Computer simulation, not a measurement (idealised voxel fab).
process module | voxel lift off
cross-section cut | 205 nm wide | cells 5 nm
A cross-section is a grid of square cells, given in bands from the top down. A band is one or more rows of cells.
Each band's line starts with the height of the band's top and of its bottom, in nm. Then come its materials from left to right, each with its width in nm. One material with "throughout" fills the band from edge to edge. "air" is empty space.
Height 0 is the level under which the wafer as received is all one material. The lowest band goes on downwards, as in "0 down".
A width such as "30 to 40" changes by the same amount from each row of cells to the next, from the band's top row to its bottom row.
"no change" after a step means that no cell of the cross-section changed.
closed voids: empty space of 8 cells or more with no open way to the top, each as width x height at its distance from the left edge, in nm
after a step's settings: what the simulator itself notes on the step
overlay nm, on a step with a mask: how far to the right of its planned place the mask lay; to the left if negative
plan
1 op RECEIVE | material Si
2 op CONFORMAL_DEP | material Al2O3 | thk nm 15
3 op PATTERN | tone open | mask id LINES | material resist | width nm 15 | pitch nm 50 | thk nm 20 | overlay nm 0
4 op DIRECTIONAL_DEP | material Ru | thk nm 5
5 op STRIP | etch materials resist
6 op CONFORMAL_DEP | material SiN | thk nm 10
varied across the wafers: width nm of step 3. The plan shows the first wafer's value. All wafers start alike
first wafer as received, after step 1
  0 down: Si throughout
  closed voids: none
first wafer at the end, after step 6
  30 to 25: air 60 | SiN 35 | air 15 | SiN 35 | air 60
  25 to 20: SiN throughout
  20 to 15: SiN 70 | Ru 15 | SiN 35 | Ru 15 | SiN 70
  15 to 0: Al2O3 throughout
  0 down: Si throughout
  closed voids: none
last wafer at the end
  30 to 25: air 50 | SiN 105 | air 50
  25 to 20: SiN throughout
  20 to 15: SiN 60 | Ru 35 | SiN 15 | Ru 35 | SiN 60
  15 to 0: Al2O3 throughout
  0 down: Si throughout
  closed voids: none
each wafer at the end: cells of each material gained (+) or lost (-) since it was received, then its closed voids
width nm 15 | +123 Al2O3 | +6 Ru | +90 SiN | closed voids: none
width nm 20 | +123 Al2O3 | +8 Ru | +90 SiN | closed voids: none
width nm 25 | +123 Al2O3 | +10 Ru | +90 SiN | closed voids: none
width nm 30 | +123 Al2O3 | +12 Ru | +90 SiN | closed voids: none
width nm 35 | +123 Al2O3 | +14 Ru | +89 SiN | closed voids: none
